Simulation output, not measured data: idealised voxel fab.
Process module, titled voxel air gaps
Section cut is 215 nm wide and gridded with 5 nm square cells.
A cross-section is a grid of square cells, given in bands from the top down. A band is one or more rows of cells. Quick guide to a band line: top height, bottom height (nm) up front; then every material left to right with its width in nm. Only one material and it's marked "edge to edge"? Then it fills the band edge to edge. And "air" just means empty space. We count height from 0. Below that, the starting wafer is all one material. The lowest band never ends at the bottom but goes on down; see "0 and below" for how that is written. Quick explanation for "30 to 40": the width changes in equal steps down the rows of cells, from the first number in the band's top row to the second number in its bottom row. "identical to before" means the step left every cell of the cross-section as it was. Voids not open to the top, 8 cells minimum: see "Enclosed void entries". Written width x height at distance; distance is from the left edge; nm. Step line, after settings: the simulator's comment on this step. The setting "overlay nm" may be written on the line of a step. When the step uses a mask, the value reports how far to the right of the planned place the mask lay, and a negative value reports that it lay to the left.

**So here's the lineup of process steps we planned**
- 1: RECEIVE | material Si
- 2: CONFORMAL_DEP | material SiO2 | thk nm 10
- 3: CONFORMAL_DEP | material SiN | thk nm 5
- 4: DIRECTIONAL_DEP | material lowk | thk nm 35
- 5: DIRECTIONAL_DEP | material aC | thk nm 15
- 6: PATTERN | tone open | mask id LINES | material resist | width nm 15 | pitch nm 45 | thk nm 35 | overlay nm 0
- 7: DIRECTIONAL_ETCH | etch materials aC | depth nm 15
- 8: STRIP | etch materials resist
- 9: DIRECTIONAL_ETCH | etch materials lowk | depth nm 35
- 10: STRIP | etch materials aC
- 11: CONFORMAL_DEP | material TiN | thk nm 5
- 12: FILL_DEP | material Ru | thk nm 10
- 13: CMP | height nm 50
- 14: EPI | material Ru | thk nm 10
- 15: SELECTIVE_ETCH | etch materials lowk | depth nm 45
- 16: CONFORMAL_DEP | material SiN | thk nm 5

**So, the first of our two wafers, run just as we planned it**

**As-received wafer cross-section (after step 1)**
* 0 and below  Si edge to edge
* Enclosed void entries: none

**Wafer section view after processing step 2**
* 10 down to 0  SiO2 edge to edge
* below 0: unchanged

**Wafer section view after processing step 3**
* 15 down to 10  SiN edge to edge
* below 10: unchanged

**Wafer section view after processing step 4**
* 50 down to 15  lowk edge to edge
* below 15: unchanged

**Wafer section view after processing step 5**
* 65 down to 50  aC edge to edge
* below 50: unchanged

**Wafer section view after processing step 6**
* 100 down to 65  55 of resist, then 15 of air, then 30 of resist, then 15 of air, then 30 of resist, then 15 of air, then 55 of resist
* below 65: unchanged

**Wafer section view after processing step 7**
* 85 down to 65  55 of resist, then 15 of air, then 30 of resist, then 15 of air, then 30 of resist, then 15 of air, then 55 of resist
* 65 down to 50  55 of aC, then 15 of air, then 30 of aC, then 15 of air, then 30 of aC, then 15 of air, then 55 of aC
* below 50: unchanged

**Wafer section view after processing step 8**
* 65 down to 50  55 of aC, then 15 of air, then 30 of aC, then 15 of air, then 30 of aC, then 15 of air, then 55 of aC
* below 50: unchanged

**Wafer section view after processing step 9**
* 65 down to 50  55 of aC, then 15 of air, then 30 of aC, then 15 of air, then 30 of aC, then 15 of air, then 55 of aC
* 50 down to 15  55 of lowk, then 15 of air, then 30 of lowk, then 15 of air, then 30 of lowk, then 15 of air, then 55 of lowk
* below 15: unchanged

**Wafer section view after processing step 10**
* 50 down to 15  55 of lowk, then 15 of air, then 30 of lowk, then 15 of air, then 30 of lowk, then 15 of air, then 55 of lowk
* below 15: unchanged

**Wafer section view after processing step 11**
* 55 down to 50  60 of TiN, then 5 of air, then 40 of TiN, then 5 of air, then 40 of TiN, then 5 of air, then 60 of TiN
* 50 down to 20  55 of lowk, then 5 of TiN, then 5 of air, then 5 of TiN, then 30 of lowk, then 5 of TiN, then 5 of air, then 5 of TiN, then 30 of lowk, then 5 of TiN, then 5 of air, then 5 of TiN, then 55 of lowk
* 20 down to 15  55 of lowk, then 15 of TiN, then 30 of lowk, then 15 of TiN, then 30 of lowk, then 15 of TiN, then 55 of lowk
* below 15: unchanged

**Wafer section view after processing step 12**
* 65 down to 55  Ru edge to edge
* 55 down to 50  60 of TiN, then 5 of Ru, then 40 of TiN, then 5 of Ru, then 40 of TiN, then 5 of Ru, then 60 of TiN
* 50 down to 20  55 of lowk, then 5 of TiN, then 5 of Ru, then 5 of TiN, then 30 of lowk, then 5 of TiN, then 5 of Ru, then 5 of TiN, then 30 of lowk, then 5 of TiN, then 5 of Ru, then 5 of TiN, then 55 of lowk
* below 20: unchanged

**Wafer section view after processing step 13**
* 50 down to 20  55 of lowk, then 5 of TiN, then 5 of Ru, then 5 of TiN, then 30 of lowk, then 5 of TiN, then 5 of Ru, then 5 of TiN, then 30 of lowk, then 5 of TiN, then 5 of Ru, then 5 of TiN, then 55 of lowk
* below 20: unchanged

**Wafer section view after processing step 14**
* 60 down to 50  45 of air, then 35 of Ru, then 10 of air, then 35 of Ru, then 10 of air, then 35 of Ru, then 45 of air
* below 50: unchanged

**Wafer section view after processing step 15**
* 60 down to 50  45 of air, then 35 of Ru, then 10 of air, then 35 of Ru, then 10 of air, then 35 of Ru, then 45 of air
* 50 down to 20  55 of air, then 5 of TiN, then 5 of Ru, then 5 of TiN, then 30 of air, then 5 of TiN, then 5 of Ru, then 5 of TiN, then 30 of air, then 5 of TiN, then 5 of Ru, then 5 of TiN, then 55 of air
* 20 down to 15  55 of air, then 15 of TiN, then 30 of air, then 15 of TiN, then 30 of air, then 15 of TiN, then 55 of air
* below 15: unchanged

**Wafer section view after processing step 16**
* 65 down to 60  40 of air, then 135 of SiN, then 40 of air
* 60 down to 50  40 of air, then 5 of SiN, then 35 of Ru, then 10 of SiN, then 35 of Ru, then 10 of SiN, then 35 of Ru, then 5 of SiN, then 40 of air
* 50 down to 45  40 of air, then 15 of SiN, then 5 of TiN, then 5 of Ru, then 5 of TiN, then 30 of SiN, then 5 of TiN, then 5 of Ru, then 5 of TiN, then 30 of SiN, then 5 of TiN, then 5 of Ru, then 5 of TiN, then 15 of SiN, then 40 of air
* 45 down to 20  50 of air, then 5 of SiN, then 5 of TiN, then 5 of Ru, then 5 of TiN, then 5 of SiN, then 20 of air, then 5 of SiN, then 5 of TiN, then 5 of Ru, then 5 of TiN, then 5 of SiN, then 20 of air, then 5 of SiN, then 5 of TiN, then 5 of Ru, then 5 of TiN, then 5 of SiN, then 50 of air
* 20 down to 15  55 of SiN, then 15 of TiN, then 30 of SiN, then 15 of TiN, then 30 of SiN, then 15 of TiN, then 55 of SiN
* below 15: unchanged
* Enclosed void entries: 20 x 25 at 75; 20 x 25 at 120

**Wafer two. Same start, same plan, one slip in execution. Same as wafer one through step 1, inclusive**

The second wafer in cross-section, at the planned close of step 2: identical to before

**The second wafer in cross-section, at the planned close of step 3**
* 5 down to 0  SiN edge to edge
* below 0: unchanged

**The second wafer in cross-section, at the planned close of step 4**
* 40 down to 5  lowk edge to edge
* below 5: unchanged

**The second wafer in cross-section, at the planned close of step 5**
* 55 down to 40  aC edge to edge
* below 40: unchanged

**The second wafer in cross-section, at the planned close of step 6**
* 90 down to 55  55 of resist, then 15 of air, then 30 of resist, then 15 of air, then 30 of resist, then 15 of air, then 55 of resist
* below 55: unchanged

**The second wafer in cross-section, at the planned close of step 7**
* 75 down to 55  55 of resist, then 15 of air, then 30 of resist, then 15 of air, then 30 of resist, then 15 of air, then 55 of resist
* 55 down to 40  55 of aC, then 15 of air, then 30 of aC, then 15 of air, then 30 of aC, then 15 of air, then 55 of aC
* below 40: unchanged

**The second wafer in cross-section, at the planned close of step 8**
* 55 down to 40  55 of aC, then 15 of air, then 30 of aC, then 15 of air, then 30 of aC, then 15 of air, then 55 of aC
* below 40: unchanged

**The second wafer in cross-section, at the planned close of step 9**
* 55 down to 40  55 of aC, then 15 of air, then 30 of aC, then 15 of air, then 30 of aC, then 15 of air, then 55 of aC
* 40 down to 5  55 of lowk, then 15 of air, then 30 of lowk, then 15 of air, then 30 of lowk, then 15 of air, then 55 of lowk
* below 5: unchanged

**The second wafer in cross-section, at the planned close of step 10**
* 40 down to 5  55 of lowk, then 15 of air, then 30 of lowk, then 15 of air, then 30 of lowk, then 15 of air, then 55 of lowk
* below 5: unchanged

**The second wafer in cross-section, at the planned close of step 11**
* 45 down to 40  60 of TiN, then 5 of air, then 40 of TiN, then 5 of air, then 40 of TiN, then 5 of air, then 60 of TiN
* 40 down to 10  55 of lowk, then 5 of TiN, then 5 of air, then 5 of TiN, then 30 of lowk, then 5 of TiN, then 5 of air, then 5 of TiN, then 30 of lowk, then 5 of TiN, then 5 of air, then 5 of TiN, then 55 of lowk
* 10 down to 5  55 of lowk, then 15 of TiN, then 30 of lowk, then 15 of TiN, then 30 of lowk, then 15 of TiN, then 55 of lowk
* below 5: unchanged

**The second wafer in cross-section, at the planned close of step 12**
* 55 down to 45  Ru edge to edge
* 45 down to 40  60 of TiN, then 5 of Ru, then 40 of TiN, then 5 of Ru, then 40 of TiN, then 5 of Ru, then 60 of TiN
* 40 down to 10  55 of lowk, then 5 of TiN, then 5 of Ru, then 5 of TiN, then 30 of lowk, then 5 of TiN, then 5 of Ru, then 5 of TiN, then 30 of lowk, then 5 of TiN, then 5 of Ru, then 5 of TiN, then 55 of lowk
* below 10: unchanged

**The second wafer in cross-section, at the planned close of step 13**
* 50 down to 45  Ru edge to edge
* below 45: unchanged

**The second wafer in cross-section, at the planned close of step 14**
* 60 down to 45  Ru edge to edge
* below 45: unchanged

The second wafer in cross-section, at the planned close of step 15: identical to before

**The second wafer in cross-section, at the planned close of step 16**
* 65 down to 60  SiN edge to edge
* below 60: unchanged
So what did we get wrong on this run? step 2 of the plan was jumped over and never run
End check, counted in cells, second wafer has more or fewer of these materials than the first: Ru: 90 more | SiN: 78 fewer | SiO2: 86 fewer | TiN: 40 more | lowk: 238 more
In the final state there are 2 closed voids in the first wafer, compared with 0 in the second wafer.
